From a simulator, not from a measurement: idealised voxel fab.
process module | voxel tone inversion
cross-section cut | 255 nm wide | cells 5 nm
A cross-section is a grid of square cells, given in bands from the top down. A band is one or more rows of cells.
Each band's line starts with the height of the band's top and of its bottom, in nm. Then come its materials from left to right, each with its width in nm. One material with "throughout" fills the band from edge to edge. "air" is empty space.
Height 0 is the level under which the wafer as received is all one material. The lowest band goes on downwards, as in "0 down".
A width such as "30 to 40" changes by the same amount from each row of cells to the next, from the band's top row to its bottom row.
"no change" after a step means that no cell of the cross-section changed.
closed voids: empty space of 8 cells or more with no open way to the top, each as width x height at its distance from the left edge, in nm
after a step's settings: what the simulator itself notes on the step
overlay nm, on a step with a mask: how far to the right of its planned place the mask lay; to the left if negative
Each pair below shows a cross-section before one step and the cross-section after it, down to the lowest band that changed. The line under each pair gives the step between them, with its settings. The pairs can come from different runs of this module on the same starting wafer, so a pair continues from the pair above only where its "before" says so.
before
  0 down: Si throughout
  closed voids: none
after
  10 to 0: SiCN throughout
  below 0: unchanged
  closed voids: none
the step between: op CONFORMAL_DEP | material SiCN | thk nm 10
before: the cross-section after the pair above
after
  30 to 10: aC throughout
  below 10: unchanged
  closed voids: none
the step between: op DIRECTIONAL_DEP | material aC | thk nm 20
before: the cross-section after the pair above
after
  55 to 30: air 40 | resist 25 | air 25 | resist 25 | air 25 | resist 25 | air 25 | resist 25 | air 40
  below 30: unchanged
  closed voids: none
the step between: op PATTERN | tone cover | mask id POSTS | material resist | width nm 25 | pitch nm 50 | thk nm 25 | overlay nm 0
before: the cross-section after the pair above
after
  35 to 30: air 40 | resist 25 | air 25 | resist 25 | air 25 | resist 25 | air 25 | resist 25 | air 40
  30 to 10: air 40 | aC 25 | air 25 | aC 25 | air 25 | aC 25 | air 25 | aC 25 | air 40
  below 10: unchanged
  closed voids: none
the step between: op DIRECTIONAL_ETCH | etch materials aC | depth nm 20
before: the cross-section after the pair above
after
  30 to 10: air 40 | aC 25 | air 25 | aC 25 | air 25 | aC 25 | air 25 | aC 25 | air 40
  below 10: unchanged
  closed voids: none
the step between: op STRIP | etch materials resist
before: the cross-section after the pair above
after
  40 to 30: SiO2 throughout
  30 to 10: SiO2 40 | aC 25 | SiO2 25 | aC 25 | SiO2 25 | aC 25 | SiO2 25 | aC 25 | SiO2 40
  below 10: unchanged
  closed voids: none
the step between: op FILL_DEP | material SiO2 | thk nm 10
before: the cross-section after the pair above
after
  30 to 10: SiO2 40 | aC 25 | SiO2 25 | aC 25 | SiO2 25 | aC 25 | SiO2 25 | aC 25 | SiO2 40
  below 10: unchanged
  closed voids: none
the step between: op CMP | height nm 30
before: the cross-section after the pair above
after
  30 to 10: SiO2 40 | air 25 | SiO2 25 | air 25 | SiO2 25 | air 25 | SiO2 25 | air 25 | SiO2 40
  below 10: unchanged
  closed voids: none
the step between: op STRIP | etch materials aC
before
  0 down: Si throughout
  closed voids: none
after
  20 to 0: aC throughout
  below 0: unchanged
  closed voids: none
the step between: op DIRECTIONAL_DEP | material aC | thk nm 20
before: the cross-section after the pair above
after
  45 to 20: air 40 | resist 25 | air 25 | resist 25 | air 25 | resist 25 | air 25 | resist 25 | air 40
  below 20: unchanged
  closed voids: none
the step between: op PATTERN | tone cover | mask id POSTS | material resist | width nm 25 | pitch nm 50 | thk nm 25 | overlay nm 0
before: the cross-section after the pair above
after
  25 to 20: air 40 | resist 25 | air 25 | resist 25 | air 25 | resist 25 | air 25 | resist 25 | air 40
  20 to 0: air 40 | aC 25 | air 25 | aC 25 | air 25 | aC 25 | air 25 | aC 25 | air 40
  below 0: unchanged
  closed voids: none
the step between: op DIRECTIONAL_ETCH | etch materials aC | depth nm 20
before: the cross-section after the pair above
after
  20 to 0: air 40 | aC 25 | air 25 | aC 25 | air 25 | aC 25 | air 25 | aC 25 | air 40
  below 0: unchanged
  closed voids: none
the step between: op STRIP | etch materials resist
before: the cross-section after the pair above
after
  30 to 20: SiO2 throughout
  20 to 0: SiO2 40 | aC 25 | SiO2 25 | aC 25 | SiO2 25 | aC 25 | SiO2 25 | aC 25 | SiO2 40
  below 0: unchanged
  closed voids: none
the step between: op FILL_DEP | material SiO2 | thk nm 10
before
  20 to 0: aC throughout
  0 down: Si throughout
  closed voids: none
after
  30 to 20: SiCN throughout
  below 20: unchanged
  closed voids: none
the step between: op CONFORMAL_DEP | material SiCN | thk nm 10
before: the cross-section after the pair above
after
  55 to 30: air 40 | resist 25 | air 25 | resist 25 | air 25 | resist 25 | air 25 | resist 25 | air 40
  below 30: unchanged
  closed voids: none
the step between: op PATTERN | tone cover | mask id POSTS | material resist | width nm 25 | pitch nm 50 | thk nm 25 | overlay nm 0
before: the cross-section after the pair above
after
  35 to 30: air 40 | resist 25 | air 25 | resist 25 | air 25 | resist 25 | air 25 | resist 25 | air 40
  below 30: unchanged
  closed voids: none
the step between: op DIRECTIONAL_ETCH | etch materials aC | depth nm 20
before: the cross-section after the pair above
after
  30 to 20: SiCN throughout
  below 20: unchanged
  closed voids: none
the step between: op STRIP | etch materials resist
before: the cross-section after the pair above
after
  40 to 30: SiO2 throughout
  below 30: unchanged
  closed voids: none
the step between: op FILL_DEP | material SiO2 | thk nm 10
before: the cross-section after the pair above
after
  30 to 20: SiCN throughout
  below 20: unchanged
  closed voids: none
the step between: op CMP | height nm 30
before
  10 to 0: SiCN throughout
  0 down: Si throughout
  closed voids: none
after
  20 to 10: aC throughout
  below 10: unchanged
  closed voids: none
the step between: op DIRECTIONAL_DEP | material aC | thk nm 10
before: the cross-section after the pair above
after
  45 to 20: air 40 | resist 25 | air 25 | resist 25 | air 25 | resist 25 | air 25 | resist 25 | air 40
  below 20: unchanged
  closed voids: none
the step between: op PATTERN | tone cover | mask id POSTS | material resist | width nm 25 | pitch nm 50 | thk nm 25 | overlay nm 0
before: the cross-section after the pair above
after
  25 to 20: air 40 | resist 25 | air 25 | resist 25 | air 25 | resist 25 | air 25 | resist 25 | air 40
  20 to 10: air 40 | aC 25 | air 25 | aC 25 | air 25 | aC 25 | air 25 | aC 25 | air 40
  below 10: unchanged
  closed voids: none
the step between: op DIRECTIONAL_ETCH | etch materials aC | depth nm 20
before: the cross-section after the pair above
after
  20 to 10: air 40 | aC 25 | air 25 | aC 25 | air 25 | aC 25 | air 25 | aC 25 | air 40
  below 10: unchanged
  closed voids: none
the step between: op STRIP | etch materials resist
before: the cross-section after the pair above
after
  30 to 20: SiO2 throughout
  20 to 10: SiO2 40 | aC 25 | SiO2 25 | aC 25 | SiO2 25 | aC 25 | SiO2 25 | aC 25 | SiO2 40
  below 10: unchanged
  closed voids: none
the step between: op FILL_DEP | material SiO2 | thk nm 10
before
  30 to 10: aC throughout
  10 to 0: SiCN throughout
  0 down: Si throughout
  closed voids: none
after
  55 to 30: air 35 | resist 35 | air 15 | resist 35 | air 15 | resist 35 | air 15 | resist 35 | air 35
  below 30: unchanged
  closed voids: none
the step between: op PATTERN | tone cover | mask id POSTS | material resist | width nm 35 | pitch nm 50 | thk nm 25 | overlay nm 0
before: the cross-section after the pair above
after
  35 to 30: air 35 | resist 35 | air 15 | resist 35 | air 15 | resist 35 | air 15 | resist 35 | air 35
  30 to 10: air 35 | aC 35 | air 15 | aC 35 | air 15 | aC 35 | air 15 | aC 35 | air 35
  below 10: unchanged
  closed voids: none
the step between: op DIRECTIONAL_ETCH | etch materials aC | depth nm 20
before: the cross-section after the pair above
after
  30 to 10: air 35 | aC 35 | air 15 | aC 35 | air 15 | aC 35 | air 15 | aC 35 | air 35
  below 10: unchanged
  closed voids: none
the step between: op STRIP | etch materials resist
before: the cross-section after the pair above
after
  40 to 30: SiO2 throughout
  30 to 10: SiO2 35 | aC 35 | SiO2 15 | aC 35 | SiO2 15 | aC 35 | SiO2 15 | aC 35 | SiO2 35
  below 10: unchanged
  closed voids: none
the step between: op FILL_DEP | material SiO2 | thk nm 10
before: the cross-section after the pair above
after
  30 to 10: SiO2 35 | aC 35 | SiO2 15 | aC 35 | SiO2 15 | aC 35 | SiO2 15 | aC 35 | SiO2 35
  below 10: unchanged
  closed voids: none
the step between: op CMP | height nm 30
before: the cross-section after the pair above
after
  30 to 10: SiO2 35 | air 35 | SiO2 15 | air 35 | SiO2 15 | air 35 | SiO2 15 | air 35 | SiO2 35
  below 10: unchanged
  closed voids: none
the step between: op STRIP | etch materials aC
before
  30 to 10: aC throughout
  10 to 0: SiCN throughout
  0 down: Si throughout
  closed voids: none
after
  55 to 30: air 30 | resist 25 | air 25 | resist 25 | air 25 | resist 25 | air 25 | resist 25 | air 50
  below 30: unchanged
  closed voids: none
the step between: op PATTERN | tone cover | mask id POSTS | material resist | width nm 25 | pitch nm 50 | thk nm 25 | overlay nm -10
before: the cross-section after the pair above
after
  35 to 30: air 30 | resist 25 | air 25 | resist 25 | air 25 | resist 25 | air 25 | resist 25 | air 50
  30 to 10: air 30 | aC 25 | air 25 | aC 25 | air 25 | aC 25 | air 25 | aC 25 | air 50
  below 10: unchanged
  closed voids: none
the step between: op DIRECTIONAL_ETCH | etch materials aC | depth nm 20
before: the cross-section after the pair above
after
  30 to 10: air 30 | aC 25 | air 25 | aC 25 | air 25 | aC 25 | air 25 | aC 25 | air 50
  below 10: unchanged
  closed voids: none
the step between: op STRIP | etch materials resist
before: the cross-section after the pair above
after
  40 to 30: SiO2 throughout
  30 to 10: SiO2 30 | aC 25 | SiO2 25 | aC 25 | SiO2 25 | aC 25 | SiO2 25 | aC 25 | SiO2 50
  below 10: unchanged
  closed voids: none
the step between: op FILL_DEP | material SiO2 | thk nm 10
before: the cross-section after the pair above
after
  30 to 10: SiO2 30 | aC 25 | SiO2 25 | aC 25 | SiO2 25 | aC 25 | SiO2 25 | aC 25 | SiO2 50
  below 10: unchanged
  closed voids: none
the step between: op CMP | height nm 30
before: the cross-section after the pair above
after
  30 to 10: SiO2 30 | air 25 | SiO2 25 | air 25 | SiO2 25 | air 25 | SiO2 25 | air 25 | SiO2 50
  below 10: unchanged
  closed voids: none
the step between: op STRIP | etch materials aC
before
  10 to 0: SiCN throughout
  0 down: Si throughout
  closed voids: none
after
  30 to 10: SiO2 throughout
  below 10: unchanged
  closed voids: none
the step between: op DIRECTIONAL_DEP | material SiO2 | thk nm 20
before: the cross-section after the pair above
after
  55 to 30: air 40 | resist 25 | air 25 | resist 25 | air 25 | resist 25 | air 25 | resist 25 | air 40
  below 30: unchanged
  closed voids: none
the step between: op PATTERN | tone cover | mask id POSTS | material resist | width nm 25 | pitch nm 50 | thk nm 25 | overlay nm 0
before: the cross-section after the pair above
after
  35 to 30: air 40 | resist 25 | air 25 | resist 25 | air 25 | resist 25 | air 25 | resist 25 | air 40
  below 30: unchanged
  closed voids: none
the step between: op DIRECTIONAL_ETCH | etch materials aC | depth nm 20
before: the cross-section after the pair above
after
  30 to 10: SiO2 throughout
  below 10: unchanged
  closed voids: none
the step between: op STRIP | etch materials resist
before: the cross-section after the pair above
after
  40 to 10: SiO2 throughout
  below 10: unchanged
  closed voids: none
the step between: op FILL_DEP | material SiO2 | thk nm 10
before: the cross-section after the pair above
after
  30 to 10: SiO2 throughout
  below 10: unchanged
  closed voids: none
the step between: op CMP | height nm 30
before
  30 to 10: aC throughout
  10 to 0: SiCN throughout
  0 down: Si throughout
  closed voids: none
after
  55 to 30: resist 40 | air 25 | resist 25 | air 25 | resist 25 | air 25 | resist 25 | air 25 | resist 40
  below 30: unchanged
  closed voids: none
the step between: op PATTERN | tone open | mask id POSTS | material resist | width nm 25 | pitch nm 50 | thk nm 25 | overlay nm 0
before: the cross-section after the pair above
after
  35 to 30: resist 40 | air 25 | resist 25 | air 25 | resist 25 | air 25 | resist 25 | air 25 | resist 40
  30 to 10: aC 40 | air 25 | aC 25 | air 25 | aC 25 | air 25 | aC 25 | air 25 | aC 40
  below 10: unchanged
  closed voids: none
the step between: op DIRECTIONAL_ETCH | etch materials aC | depth nm 20
before: the cross-section after the pair above
after
  30 to 10: aC 40 | air 25 | aC 25 | air 25 | aC 25 | air 25 | aC 25 | air 25 | aC 40
  below 10: unchanged
  closed voids: none
the step between: op STRIP | etch materials resist
before: the cross-section after the pair above
after
  40 to 30: SiO2 throughout
  30 to 10: aC 40 | SiO2 25 | aC 25 | SiO2 25 | aC 25 | SiO2 25 | aC 25 | SiO2 25 | aC 40
  below 10: unchanged
  closed voids: none
the step between: op FILL_DEP | material SiO2 | thk nm 10
before: the cross-section after the pair above
after
  30 to 10: aC 40 | SiO2 25 | aC 25 | SiO2 25 | aC 25 | SiO2 25 | aC 25 | SiO2 25 | aC 40
  below 10: unchanged
  closed voids: none
the step between: op CMP | height nm 30
before: the cross-section after the pair above
after
  30 to 10: air 40 | SiO2 25 | air 25 | SiO2 25 | air 25 | SiO2 25 | air 25 | SiO2 25 | air 40
  below 10: unchanged
  closed voids: none
the step between: op STRIP | etch materials aC
